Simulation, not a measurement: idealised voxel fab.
The process module that follows is named voxel ribs on slabs.
The cross-section shown here is cut; it is 205 nm wide and divided into square cells measuring 5 nm on a side.
Just so we're on the same page, the cross-sections are grids of square cells, and they're listed out in bands top to bottom, each band one or more rows deep. Look at the band entry: it leads with the top's height and the bottom's height in nm. Then it lists the materials left to right, with a width in nm for each. The word "edge to edge" on a single material says that material fills the band edge to edge. The word "blank" is empty space. For the purposes of this specification, 0 denotes the height below which the wafer in its as-received condition is composed wholly of one material, and the lowermost band, lacking a lower limit, extends downward without end, as expressed in "from 0 down". The notation "30->40" denotes a width that varies across the rows of cells in the band, beginning at the first number in the top row, finishing at the second number in the bottom row, and changing by an identical amount from each row to the next. When a step is marked "nothing altered", none of the cells in the cross-section changed during that step. Reported under the label "closed voids" are the empty spaces having no open way to the top and comprising 8 cells or more; the notation for each is width x height at distance, in which the distance is measured from the left edge and all three values are in nm. Heads up: the bit after the settings on a step's line is the simulator's remark on that step. overlay nm, on a step with a mask: how far to the right of its planned place the mask lay; to the left if negative.
The following list gives the planned process steps
1 RECEIVE (material Si)
2 DIRECTIONAL_DEP (material SiO2; thk nm 20)
3 DIRECTIONAL_DEP (material SiN; thk nm 25)
4 DIRECTIONAL_DEP (material aC; thk nm 10)
5 PATTERN (tone cover; mask id RIB; material resist; width nm 20; thk nm 25; overlay nm 0)
6 DIRECTIONAL_ETCH (etch materials aC; depth nm 10)
7 STRIP (etch materials resist)
8 DIRECTIONAL_ETCH (etch materials SiN; depth nm 15)
9 STRIP (etch materials aC)
10 MASKED_ETCH (tone cover; mask id SLAB; width nm 70; etch materials SiN; depth nm 10; overlay nm 0)
11 FILL_DEP (material SiO2; thk nm 20)
12 CMP (height nm 55)
13 DIRECTIONAL_DEP (material TiN; thk nm 5)
14 PATTERN (tone cover; mask id HEATER; material resist; width nm 30; thk nm 15; overlay nm 0)
15 DIRECTIONAL_ETCH (etch materials TiN; depth nm 5)
16 STRIP (etch materials resist)
17 CONFORMAL_DEP (material SiN; thk nm 10)
Here's what the wafer looked like in cross-section when it arrived - that's after step 1
from 0 down  Si edge to edge
closed voids: none
Cross-sectional result after module completion. Note: starting condition and plan are unchanged from above; one processing mistake was made
from 60 to 55  blank 75 | SiN 50 | blank 80
from 55 to 50  SiN edge to edge
from 50 to 45  SiN 85 | TiN 30 | SiN 90
from 45 to 30  SiO2 90 | SiN 20 | SiO2 95
from 30 to 20  SiO2 65 | SiN 70 | SiO2 70
from 20 to 0  SiO2 edge to edge
from 0 down  Si edge to edge
closed voids: none
So what did we get wrong on this run? step 12 did not happen as planned, as run it was CMP (height nm 45)
